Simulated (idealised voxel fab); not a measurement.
process module | voxel wiring stack
cross-section cut | 165 nm wide | cells 5 nm
A cross-section is a grid of square cells, given in bands from the top down. A band is one or more rows of cells.
Each band's line starts with the height of the band's top and of its bottom, in nm. Then come its materials from left to right, each with its width in nm. One material with "throughout" fills the band from edge to edge. "air" is empty space.
Height 0 is the level under which the wafer as received is all one material. The lowest band goes on downwards, as in "0 down".
A width such as "30 to 40" changes by the same amount from each row of cells to the next, from the band's top row to its bottom row.
"no change" after a step means that no cell of the cross-section changed.
closed voids: empty space of 8 cells or more with no open way to the top, each as width x height at its distance from the left edge, in nm
after a step's settings: what the simulator itself notes on the step
overlay nm, on a step with a mask: how far to the right of its planned place the mask lay; to the left if negative
plan
1 op RECEIVE | material Si
2 op CONFORMAL_DEP | material SiO2 | thk nm 15
3 op DIRECTIONAL_DEP | material TiN | thk nm 5
4 op DIRECTIONAL_DEP | material W | thk nm 15
5 op PATTERN | tone cover | mask id METAL_1 | material resist | width nm 30 | pitch nm 50 | thk nm 15 | overlay nm 0
6 op DIRECTIONAL_ETCH | etch materials W | depth nm 15
7 op DIRECTIONAL_ETCH | etch materials TiN | depth nm 5
8 op STRIP | etch materials resist
9 op FILL_DEP | material lowk | thk nm 5
10 op CMP | height nm 35
11 op CONFORMAL_DEP | material SiCN | thk nm 5
12 op DIRECTIONAL_DEP | material SiO2 | thk nm 25
13 op MASKED_ETCH | tone open | mask id METAL_2_HOLES | width nm 15 | pitch nm 50 | etch materials SiO2 | depth nm 25 | overlay nm 0
14 op PATTERN | tone open | mask id METAL_2 | material resist | width nm 30 | pitch nm 50 | thk nm 15 | overlay nm 0
15 op DIRECTIONAL_ETCH | etch materials SiO2 | depth nm 15
16 op DIRECTIONAL_ETCH | etch materials SiCN | depth nm 5
17 op STRIP | etch materials resist
18 op CONFORMAL_DEP | material TiN | thk nm 5
19 op FILL_DEP | material Cu | thk nm 5
20 op CMP | height nm 65
21 op CONFORMAL_DEP | material SiCN | thk nm 5
22 op DIRECTIONAL_DEP | material lowk | thk nm 20
23 op PATTERN | tone open | mask id PLUG_2 | material resist | width nm 15 | pitch nm 50 | thk nm 15 | overlay nm 0
24 op DIRECTIONAL_ETCH | etch materials lowk | depth nm 20
25 op DIRECTIONAL_ETCH | etch materials SiCN | depth nm 5
26 op STRIP | etch materials resist
27 op EPI | material Ru | thk nm 10
28 op EPI | material Ru | thk nm 10
29 op EPI | material Ru | thk nm 5
30 op DIRECTIONAL_DEP | material TiN | thk nm 5
31 op DIRECTIONAL_DEP | material Ru | thk nm 20
32 op MASKED_ETCH | tone cover | mask id METAL_3 | width nm 30 | pitch nm 50 | etch materials Ru | depth nm 20 | overlay nm 0
33 op MASKED_ETCH | tone cover | mask id METAL_3 | width nm 30 | pitch nm 50 | etch materials TiN | depth nm 5 | overlay nm -15
34 op FILL_DEP | material SiO2 | thk nm 5
35 op CMP | height nm 115
36 op CONFORMAL_DEP | material SiCN | thk nm 5
varied across the wafers: overlay nm of step 33. The plan shows the first wafer's value. All wafers start alike
first wafer as received, after step 1
  0 down: Si throughout
  closed voids: none
each wafer at the end: cells of each material gained (+) or lost (-) since it was received, then its closed voids
overlay nm -15 | +22 Cu | +78 Ru | +87 SiCN | +315 SiO2 | +62 TiN | +36 W | +192 lowk | closed voids: none
overlay nm -10 | +22 Cu | +78 Ru | +87 SiCN | +317 SiO2 | +60 TiN | +36 W | +192 lowk | closed voids: none
overlay nm -5 | +22 Cu | +78 Ru | +87 SiCN | +319 SiO2 | +58 TiN | +36 W | +192 lowk | closed voids: none
overlay nm 0 | +22 Cu | +78 Ru | +87 SiCN | +321 SiO2 | +56 TiN | +36 W | +192 lowk | closed voids: none
overlay nm 5 | +22 Cu | +78 Ru | +87 SiCN | +319 SiO2 | +58 TiN | +36 W | +192 lowk | closed voids: none
overlay nm 10 | +22 Cu | +78 Ru | +87 SiCN | +317 SiO2 | +60 TiN | +36 W | +192 lowk | closed voids: none
overlay nm 15 | +22 Cu | +78 Ru | +87 SiCN | +315 SiO2 | +62 TiN | +36 W | +192 lowk | closed voids: none
